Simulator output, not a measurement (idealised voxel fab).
Process module in this document: voxel transistor to metal
Square cells of 5 nm make up the cross-section cut, whose width is 160 nm.
Throughout this document, each cross-section is represented as a grid of square cells and is presented as a sequence of bands enumerated from the top downward, where a band comprises one or more rows of cells. Look at the band entry: it leads with the top's height and the bottom's height in nm. Then it lists the materials left to right, with a width in nm for each. The word "all across" on a single material says that material fills the band edge to edge. The word "air" is empty space. Counting heights begins at 0, where everything beneath is, in the wafer as received, one material. The lowest band has no bottom; it goes on downwards, as "z 0 and below" shows. You'd read "30..40" like this: the band's top row of cells is as wide as the first number, its bottom row is as wide as the second, and going down, every row changes width by the same amount as the row before did. What does "all unchanged" mean for a step? It means no cell of the cross-section changed in that step. In the "Enclosed cavity list" entry, you get each enclosed empty space of 8 cells or more, one with no open way to the top, written width x height at distance, distance from the left edge, in nm. Past the settings on a step's line: simulator remark, on that step. For masked steps, "overlay nm" on the step line gives how far right of plan the mask actually lay; a minus sign means it lay to the left.
# So here's the lineup of process steps we planned
1: RECEIVE,material Si
2: OXIDIZE,depth nm 5
3: CONFORMAL_DEP,material SiN,thk nm 10
4: MASKED_ETCH,tone cover,mask id ACTIVE,width nm 110,etch materials SiN,depth nm 10,overlay nm 0
5: MASKED_ETCH,tone cover,mask id ACTIVE,width nm 110,etch materials SiO2,depth nm 5,overlay nm 0
6: MASKED_ETCH,tone cover,mask id ACTIVE,width nm 110,etch materials Si,depth nm 25,overlay nm 0
7: FILL_DEP,material SiO2,thk nm 5
8: CMP,height nm 10
9: SELECTIVE_ETCH,etch materials SiO2,depth nm 5
10: STRIP,etch materials SiN
11: SELECTIVE_ETCH,etch materials SiO2,depth nm 5
12: OXIDIZE,depth nm 5
13: DIRECTIONAL_DEP,material polySi,thk nm 20
14: DIRECTIONAL_DEP,material SiCN,thk nm 15
15: PATTERN,tone cover,mask id GATE,material resist,width nm 30,thk nm 15,overlay nm 0
16: DIRECTIONAL_ETCH,etch materials SiCN,depth nm 25
17: DIRECTIONAL_ETCH,etch materials polySi,depth nm 30
18: STRIP,etch materials resist
19: CONFORMAL_DEP,material SiO2,thk nm 5
20: DIRECTIONAL_ETCH,etch materials SiO2,depth nm 5
21: CONFORMAL_DEP,material SiN,thk nm 10
22: DIRECTIONAL_ETCH,etch materials SiN,depth nm 10
23: DIRECTIONAL_ETCH,etch materials SiO2,depth nm 5
24: EPI,material nSi,thk nm 5
25: FILL_DEP,material SiO2,thk nm 5
26: CMP,height nm 15
27: STRIP,etch materials polySi
28: SELECTIVE_ETCH,etch materials SiO2,depth nm 5
29: CONFORMAL_DEP,material HfO2,thk nm 5
30: CONFORMAL_DEP,material TiN,thk nm 5
31: FILL_DEP,material W,thk nm 5
32: CMP,height nm 10
33: DIRECTIONAL_DEP,material SiO2,thk nm 10
34: MASKED_ETCH,tone open,mask id CONTACT,width nm 20,pitch nm 80,etch materials SiO2,depth nm 25,overlay nm 0
35: CONFORMAL_DEP,material TiN,thk nm 5
36: FILL_DEP,material W,thk nm 10
37: CMP,height nm 20
38: DIRECTIONAL_DEP,material TiN,thk nm 5
39: DIRECTIONAL_DEP,material W,thk nm 25
40: MASKED_ETCH,tone cover,mask id METAL_1,width nm 20,pitch nm 80,etch materials W,depth nm 25,overlay nm 0
41: MASKED_ETCH,tone cover,mask id METAL_1,width nm 20,pitch nm 80,etch materials TiN,depth nm 5,overlay nm 0
42: CONFORMAL_DEP,material SiCN,thk nm 5
43: FILL_DEP,material lowk,thk nm 10
44: CMP,height nm 50
45: CONFORMAL_DEP,material SiCN,thk nm 5
# Cross-section of the wafer at receipt, which is the condition after step 1
  z 0 and below | Si all across
  Enclosed cavity list: none
# Cross-section at module end, one run error; start and plan unchanged from above
  z 55 to 50 | SiCN all across
  z 50 to 25 | 25 lowk; 5 SiCN; 20 W; 5 SiCN; 50 lowk; 5 SiCN; 20 W; 5 SiCN; 25 lowk
  z 25 to 20 | 30 SiCN; 20 TiN; 60 SiCN; 20 TiN; 30 SiCN
  z 20 to 10 | 30 SiO2; 5 TiN; 10 W; 5 TiN; 60 SiO2; 5 TiN; 10 W; 5 TiN; 30 SiO2
  z 10 to 0 | 30 SiO2; 5 TiN; 10 W; 5 TiN; 10 SiO2; 5 HfO2; 5 TiN; 20 W; 5 TiN; 5 HfO2; 10 SiO2; 5 TiN; 10 W; 5 TiN; 30 SiO2
  z 0 to -5 | 30 SiO2; 20 TiN; 10 SiO2; 5 HfO2; 30 TiN; 5 HfO2; 10 SiO2; 20 TiN; 30 SiO2
  z -5 to -10 | 25 SiO2; 35 nSi; 40 HfO2; 35 nSi; 25 SiO2
  z -10 to -30 | 25 SiO2; 110 Si; 25 SiO2
  z -30 and below | Si all across
  Enclosed cavity list: none
Which mistake was made when the wafer was run? step 21 of the plan got skipped, so it never ran
